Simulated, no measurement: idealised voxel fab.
process module | voxel wiring stack
cross-section cut | 280 nm wide | cells 5 nm
A cross-section is a grid of square cells, given in bands from the top down. A band is one or more rows of cells.
Each band's line starts with the height of the band's top and of its bottom, in nm. Then come its materials from left to right, each with its width in nm. One material with "throughout" fills the band from edge to edge. "air" is empty space.
Height 0 is the level under which the wafer as received is all one material. The lowest band goes on downwards, as in "0 down".
A width such as "30 to 40" changes by the same amount from each row of cells to the next, from the band's top row to its bottom row.
"no change" after a step means that no cell of the cross-section changed.
closed voids: empty space of 8 cells or more with no open way to the top, each as width x height at its distance from the left edge, in nm
after a step's settings: what the simulator itself notes on the step
overlay nm, on a step with a mask: how far to the right of its planned place the mask lay; to the left if negative
plan
1 op RECEIVE | material Si
2 op CONFORMAL_DEP | material SiO2 | thk nm 10
3 op CONFORMAL_DEP | material SiN | thk nm 5
4 op DIRECTIONAL_DEP | material lowk | thk nm 15
5 op PATTERN | tone open | mask id METAL_1 | material resist | width nm 20 | pitch nm 35 | thk nm 15 | overlay nm 0
6 op DIRECTIONAL_ETCH | etch materials lowk | depth nm 15
7 op DIRECTIONAL_ETCH | etch materials SiN | depth nm 5
8 op STRIP | etch materials resist
9 op CONFORMAL_DEP | material TiN | thk nm 5
10 op FILL_DEP | material Ru | thk nm 5
11 op CMP | height nm 30
12 op CONFORMAL_DEP | material SiCN | thk nm 5
13 op DIRECTIONAL_DEP | material lowk | thk nm 30
14 op PATTERN | tone open | mask id METAL_2_HOLES | material resist | width nm 15 | pitch nm 35 | thk nm 20 | overlay nm 0
15 op DIRECTIONAL_ETCH | etch materials lowk | depth nm 30
16 op STRIP | etch materials resist
17 op DIRECTIONAL_DEP | material aC | thk nm 10
18 op PATTERN | tone open | mask id METAL_2 | material resist | width nm 20 | pitch nm 35 | thk nm 30 | overlay nm 0
19 op DIRECTIONAL_ETCH | etch materials aC | depth nm 10
20 op STRIP | etch materials resist
21 op DIRECTIONAL_ETCH | etch materials lowk | depth nm 20
22 op DIRECTIONAL_ETCH | etch materials SiCN | depth nm 5
23 op STRIP | etch materials aC
24 op CONFORMAL_DEP | material TiN | thk nm 5
25 op FILL_DEP | material Cu | thk nm 10
26 op CMP | height nm 65
27 op CONFORMAL_DEP | material SiCN | thk nm 5
28 op DIRECTIONAL_DEP | material SiO2 | thk nm 15
29 op MASKED_ETCH | tone open | mask id PLUG_2 | width nm 15 | pitch nm 35 | etch materials SiO2 | depth nm 15 | overlay nm 0
30 op MASKED_ETCH | tone open | mask id PLUG_2 | width nm 15 | pitch nm 35 | etch materials SiCN | depth nm 5 | overlay nm 0
31 op CONFORMAL_DEP | material TiN | thk nm 5
32 op FILL_DEP | material W | thk nm 5
33 op CMP | height nm 85
34 op CONFORMAL_DEP | material SiN | thk nm 5
35 op DIRECTIONAL_DEP | material SiO2 | thk nm 15
36 op MASKED_ETCH | tone open | mask id METAL_3 | width nm 20 | pitch nm 35 | etch materials SiO2 | depth nm 15 | overlay nm 0
37 op MASKED_ETCH | tone open | mask id METAL_3 | width nm 20 | pitch nm 35 | etch materials SiN | depth nm 5 | overlay nm 0
38 op CONFORMAL_DEP | material TiN | thk nm 5
39 op FILL_DEP | material Ru | thk nm 10
40 op CMP | height nm 105
41 op CONFORMAL_DEP | material SiCN | thk nm 5
42 op DIRECTIONAL_DEP | material lowk | thk nm 30
43 op MASKED_ETCH | tone open | mask id METAL_4 | width nm 20 | pitch nm 35 | etch materials lowk | depth nm 15 | overlay nm 0
44 op MASKED_ETCH | tone open | mask id METAL_4_HOLES | width nm 15 | pitch nm 70 | etch materials lowk | depth nm 15 | overlay nm 0
45 op MASKED_ETCH | tone open | mask id METAL_4_HOLES | width nm 15 | pitch nm 70 | etch materials SiCN | depth nm 5 | overlay nm 0
46 op CONFORMAL_DEP | material TiN | thk nm 5
47 op FILL_DEP | material Ru | thk nm 5
48 op CMP | height nm 140
49 op CONFORMAL_DEP | material SiN | thk nm 5
as received, after step 1
  0 down: Si throughout
  closed voids: none
a wafer at the end: this start, this plan, one mistake
  145 to 140: SiN throughout
  140 to 130: lowk 95 | TiN 5 | Ru 10 | TiN 5 | lowk 15 | TiN 5 | Ru 10 | TiN 5 | lowk 15 | TiN 5 | Ru 10 | TiN 5 | lowk 95
  130 to 125: lowk 95 | TiN 5 | Ru 5 | TiN 10 | lowk 15 | TiN 20 | lowk 15 | TiN 5 | Ru 5 | TiN 10 | lowk 95
  125 to 110: lowk 95 | TiN 5 | Ru 5 | TiN 5 | lowk 55 | TiN 5 | Ru 5 | TiN 5 | lowk 100
  110 to 105: SiCN 95 | TiN 15 | SiCN 55 | TiN 15 | SiCN 100
  105 to 90: SiO2 95 | TiN 5 | Ru 10 | TiN 5 | SiO2 15 | TiN 5 | Ru 10 | TiN 5 | SiO2 15 | TiN 5 | Ru 10 | TiN 5 | SiO2 95
  90 to 85: SiN 95 | TiN 20 | SiN 15 | TiN 20 | SiN 15 | TiN 20 | SiN 95
  85 to 70: SiO2 95 | TiN 5 | W 5 | TiN 5 | SiO2 20 | TiN 5 | W 5 | TiN 5 | SiO2 20 | TiN 5 | W 5 | TiN 5 | SiO2 100
  70 to 65: SiCN 95 | TiN 15 | SiCN 20 | TiN 15 | SiCN 20 | TiN 15 | SiCN 100
  65 to 50: lowk 95 | TiN 5 | Cu 10 | TiN 5 | lowk 15 | TiN 5 | Cu 10 | TiN 5 | lowk 15 | TiN 5 | Cu 10 | TiN 5 | lowk 95
  50 to 45: lowk 95 | TiN 5 | Cu 5 | TiN 10 | lowk 15 | TiN 5 | Cu 5 | TiN 10 | lowk 15 | TiN 5 | Cu 5 | TiN 10 | lowk 95
  45 to 35: lowk 95 | TiN 5 | Cu 5 | TiN 5 | lowk 20 | TiN 5 | Cu 5 | TiN 5 | lowk 20 | TiN 5 | Cu 5 | TiN 5 | lowk 100
  35 to 30: SiCN 95 | TiN 15 | SiCN 20 | TiN 15 | SiCN 20 | TiN 15 | SiCN 100
  30 to 15: lowk 90 | TiN 5 | Ru 10 | TiN 5 | lowk 15 | TiN 5 | Ru 10 | TiN 5 | lowk 15 | TiN 5 | Ru 10 | TiN 5 | lowk 100
  15 to 10: SiN 90 | TiN 20 | SiN 15 | TiN 20 | SiN 15 | TiN 20 | SiN 100
  10 to 0: SiO2 throughout
  0 down: Si throughout
  closed voids: none
what went wrong: step 5 ran as: op PATTERN | tone open | mask id METAL_1 | material resist | width nm 20 | pitch nm 35 | thk nm 15 | overlay nm -5
